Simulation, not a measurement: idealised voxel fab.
Herein follows the process module entitled voxel self aligned vias.
In the cross-section labelled cut, the width is 190 nm and each square cell is 5 nm.
Cross-section layout: square cells on a grid; listed as bands, top to bottom; a band spans one or more cell rows.
For a band, the entry starts with two heights in nm, that of the top and then that of the bottom, and carries on with the band's materials in order from left to right, each alongside its width in nm; the word "throughout" beside a single material means it fills the band edge to edge, and "air" means empty space.
Ref level 0: as-received wafer is one material below here. Bottom band extends down with no lower bound ("0..down").
Graded width ("30 to 40"): value in top row of band = first number; value in bottom row = second number; row-to-row change constant.
Step note "remains unaltered" = no cross-section cell changed.
Heads up: "Sealed internal cavities" only lists the empty pockets with no open path to the top that are 8 cells or more, and it writes them as width x height at distance, distance from the left edge, in nm.
Heads up: the bit after the settings on a step's line is the simulator's remark on that step.
You can add "overlay nm" to a step's line. For a step with a mask, it describes how far the mask lay to the right of its planned position, and a negative number describes a lay to the left.

**List of planned process steps**
1) RECEIVE with material Si
2) CONFORMAL_DEP with material SiO2, thk nm 15
3) CONFORMAL_DEP with material SiCN, thk nm 5
4) DIRECTIONAL_DEP with material lowk, thk nm 25
5) PATTERN with tone open, mask id LINES, material resist, width nm 30, pitch nm 55, thk nm 15, overlay nm 0
6) DIRECTIONAL_ETCH with etch materials lowk, depth nm 25
7) STRIP with etch materials resist
8) CONFORMAL_DEP with material TiN, thk nm 5
9) FILL_DEP with material W, thk nm 10
10) CMP with height nm 45
11) SELECTIVE_ETCH with etch materials W Ru TiN, depth nm 5
12) FILL_DEP with material SiN, thk nm 10
13) CMP with height nm 35
14) DIRECTIONAL_DEP with material lowk, thk nm 15
15) MASKED_ETCH with tone open, mask id VIAS, width nm 40, pitch nm 55, etch materials lowk, depth nm 15, overlay nm 0
16) MASKED_ETCH with tone open, mask id VIAS, width nm 40, pitch nm 55, etch materials SiN, depth nm 5, overlay nm 0
17) CONFORMAL_DEP with material TiN, thk nm 5
18) FILL_DEP with material Ru, thk nm 5
19) CMP with height nm 60
20) CONFORMAL_DEP with material SiCN, thk nm 5
All wafers enter the flow in the same state. The height nm at step 13 differs from wafer to wafer, and the plan gives the value for the first wafer.

**So this is the first of several wafers, cross-sectioned as it came to us, meaning it's at the end of step 1**
- 0..down  Si throughout
- Sealed internal cavities: none

**first wafer at the end, after step 20**
- 65..60  SiCN throughout
- 60..55  Ru throughout
- 55..50  TiN 50, then Ru 30, then TiN 25, then Ru 30, then TiN 55
- 50..40  lowk 45, then TiN 5, then Ru 30, then TiN 5, then lowk 15, then TiN 5, then Ru 30, then TiN 5, then lowk 50
- 40..35  lowk 45, then TiN 40, then lowk 15, then TiN 40, then lowk 50
- 35..25  lowk 50, then TiN 5, then W 20, then TiN 5, then lowk 25, then TiN 5, then W 20, then TiN 5, then lowk 55
- 25..20  lowk 50, then TiN 30, then lowk 25, then TiN 30, then lowk 55
- 20..15  SiCN throughout
- 15..0  SiO2 throughout
- 0..down  Si throughout
- Sealed internal cavities: none

**Showing the last wafer in cross-section at the end of the module**
- 65..60  SiCN throughout
- 60..55  lowk 45, then TiN 5, then Ru 30, then TiN 5, then lowk 15, then TiN 5, then Ru 30, then TiN 5, then lowk 50
- 55..50  SiN 45, then TiN 40, then SiN 15, then TiN 40, then SiN 50
- 50..45  SiN throughout
- 45..40  lowk 50, then SiN 30, then lowk 25, then SiN 30, then lowk 55
- 40..25  lowk 50, then TiN 5, then W 20, then TiN 5, then lowk 25, then TiN 5, then W 20, then TiN 5, then lowk 55
- 25..20  lowk 50, then TiN 30, then lowk 25, then TiN 30, then lowk 55
- 20..15  SiCN throughout
- 15..0  SiO2 throughout
- 0..down  Si throughout
- Sealed internal cavities: none

**Below, a row for every wafer. Read it as the end-of-module picture: for each material the wafer shows its cells gained (+) or lost (-) since it was received, and then its closed voids**
height nm 35, +74 Ru, +76 SiCN, +114 SiO2, +70 TiN, +16 W, +144 lowk, Sealed internal cavities: none
height nm 40, +36 Ru, +76 SiCN, +114 SiO2, +74 TiN, +24 W, +170 lowk, Sealed internal cavities: none
height nm 45, +32 Ru, +76 SiCN, +114 SiO2, +52 TiN, +24 W, +196 lowk, Sealed internal cavities: none
height nm 50, +24 Ru, +76 SiCN, +34 SiN, +114 SiO2, +48 TiN, +24 W, +174 lowk, Sealed internal cavities: none
height nm 55, +12 Ru, +76 SiCN, +72 SiN, +114 SiO2, +44 TiN, +24 W, +152 lowk, Sealed internal cavities: none
